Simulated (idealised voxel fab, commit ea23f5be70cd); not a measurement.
The process module that follows is named voxel wiring stack.
Cross-sectional view cut (width: 205 nm; square cell size: 5 nm).
This document writes a cross-section as a grid whose cells are square, and gives it as bands, listed from the top down; one or more rows of cells form a band.
The entry gives the band's vertical extent as a top height and a bottom height in nm, then its horizontal make-up as materials from left to right, each with a width in nm. "blank" stands for empty space; a single material marked "edge to edge" fills the band edge to edge.
Zero point of the height axis is 0; under it, received wafer = one material. Lowest band: continues down indefinitely, "0..down".
The two numbers in a width such as "30 to 40" mark its ends across the band: the first belongs to the top row of cells, the second to the bottom row, and from each row to the next the width moves by the same amount.
Where the words "nothing got changed" appear for a step, the cross-section shows no cell changed by that step; every cell remained as before.
For the entry "Voids, fully enclosed", the listed items are empty spaces with no open way to the top whose size is 8 cells or more; each item follows the pattern width x height at distance, where distance is from the left edge and all three are in nm.
Read whatever lies past the settings on a step's line as the simulator's own remark about the step.
Each step line may optionally specify "overlay nm", which for a step with a mask gives the rightward distance between the mask's planned place and where it lay, a negative value indicating the leftward direction.

Process steps (planned):
| 1 | RECEIVE (material Si) |
| 2 | CONFORMAL_DEP (material SiO2; thk nm 10) |
| 3 | DIRECTIONAL_DEP (material TiN; thk nm 5) |
| 4 | DIRECTIONAL_DEP (material Ru; thk nm 25) |
| 5 | PATTERN (tone cover; mask id METAL_1; material resist; width nm 30; pitch nm 50; thk nm 20; overlay nm 0) |
| 6 | DIRECTIONAL_ETCH (etch materials Ru; depth nm 25) |
| 7 | DIRECTIONAL_ETCH (etch materials TiN; depth nm 5) |
| 8 | STRIP (etch materials resist) |
| 9 | FILL_DEP (material SiO2; thk nm 10) |
| 10 | CMP (height nm 40) |
| 11 | CONFORMAL_DEP (material SiCN; thk nm 5) |
| 12 | DIRECTIONAL_DEP (material SiO2; thk nm 15) |
| 13 | MASKED_ETCH (tone open; mask id PLUG_1; width nm 15; pitch nm 50; etch materials SiO2; depth nm 15; overlay nm 0) |
| 14 | MASKED_ETCH (tone open; mask id PLUG_1; width nm 15; pitch nm 50; etch materials SiCN; depth nm 5; overlay nm 0) |
| 15 | CONFORMAL_DEP (material TiN; thk nm 5) |
| 16 | FILL_DEP (material Cu; thk nm 5) |
| 17 | CMP (height nm 60) |
| 18 | CONFORMAL_DEP (material SiN; thk nm 5) |
| 19 | DIRECTIONAL_DEP (material SiO2; thk nm 25) |
| 20 | DIRECTIONAL_DEP (material aC; thk nm 5) |
| 21 | PATTERN (tone open; mask id METAL_2; material resist; width nm 30; pitch nm 50; thk nm 25; overlay nm 0) |
| 22 | DIRECTIONAL_ETCH (etch materials aC; depth nm 10) |
| 23 | STRIP (etch materials resist) |
| 24 | DIRECTIONAL_ETCH (etch materials SiO2; depth nm 25) |
| 25 | DIRECTIONAL_ETCH (etch materials SiN; depth nm 5) |
| 26 | STRIP (etch materials aC) |
| 27 | CONFORMAL_DEP (material TiN; thk nm 5) |
| 28 | FILL_DEP (material Cu; thk nm 5) |
| 29 | CMP (height nm 90) |
| 30 | CONFORMAL_DEP (material SiCN; thk nm 5) |
Across this set of wafers, the varied parameter is the thk nm of step 20. Starting conditions are identical for every wafer, and the plan reports the value assigned to the first wafer.

Cross-section of the first of several wafers as received (after step 1):
> 0..down = Si edge to edge
> Voids, fully enclosed: none

The table below has one row for each wafer; a row shows, as of the end of the module, how many cells of each material the wafer has gained, marked (+), or lost, marked (-), since it was received, and then the wafer's closed voids:
thk nm 5, +69 Cu, +90 Ru, +73 SiCN, +23 SiN, +431 SiO2, +93 TiN, Voids, fully enclosed: none
thk nm 10, +69 Cu, +90 Ru, +73 SiCN, +23 SiN, +431 SiO2, +93 TiN, Voids, fully enclosed: none
thk nm 15, +9 Cu, +90 Ru, +73 SiCN, +41 SiN, +521 SiO2, +45 TiN, Voids, fully enclosed: none
thk nm 20, +9 Cu, +90 Ru, +73 SiCN, +41 SiN, +521 SiO2, +45 TiN, Voids, fully enclosed: none
thk nm 25, +9 Cu, +90 Ru, +73 SiCN, +41 SiN, +521 SiO2, +45 TiN, Voids, fully enclosed: none
